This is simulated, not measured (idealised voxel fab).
process module | voxel released beams
cross-section cut | 235 nm wide | cells 5 nm
A cross-section is a grid of square cells, given in bands from the top down. A band is one or more rows of cells.
Each band's line starts with the height of the band's top and of its bottom, in nm. Then come its materials from left to right, each with its width in nm. One material with "throughout" fills the band from edge to edge. "air" is empty space.
Height 0 is the level under which the wafer as received is all one material. The lowest band goes on downwards, as in "0 down".
A width such as "30 to 40" changes by the same amount from each row of cells to the next, from the band's top row to its bottom row.
"no change" after a step means that no cell of the cross-section changed.
closed voids: empty space of 8 cells or more with no open way to the top, each as width x height at its distance from the left edge, in nm
after a step's settings: what the simulator itself notes on the step
overlay nm, on a step with a mask: how far to the right of its planned place the mask lay; to the left if negative
plan
1 op RECEIVE | material Si
2 op CONFORMAL_DEP | material Al2O3 | thk nm 5
3 op DIRECTIONAL_DEP | material SiO2 | thk nm 20
4 op MASKED_ETCH | tone open | mask id ANCHOR | width nm 30 | etch materials SiO2 | depth nm 20 | overlay nm 0
5 op CONFORMAL_DEP | material W | thk nm 10
6 op MASKED_ETCH | tone cover | mask id BEAM | width nm 100 | etch materials W | depth nm 10 | overlay nm 0
7 op STRIP | etch materials SiO2
as received, after step 1
  0 down: Si throughout
  closed voids: none
first wafer at the end, as planned
  35 to 25: air 65 | W 15 | air 10 | W 75 | air 70
  25 to 15: air 70 | W 10 | air 10 | W 10 | air 135
  15 to 5: air 70 | W 30 | air 135
  5 to 0: Al2O3 throughout
  0 down: Si throughout
  closed voids: none
second wafer at the end: like start, like plan, one mistake
  30 to 25: air 65 | W 10 | air 20 | W 70 | air 70
  25 to 10: air 70 | W 5 | air 20 | W 5 | air 135
  10 to 5: air 70 | W 30 | air 135
  5 to 0: Al2O3 throughout
  0 down: Si throughout
  closed voids: none
what went wrong: step 5 ran as: op CONFORMAL_DEP | material W | thk nm 5
at the end the second wafer has, in cells: 28 fewer of W
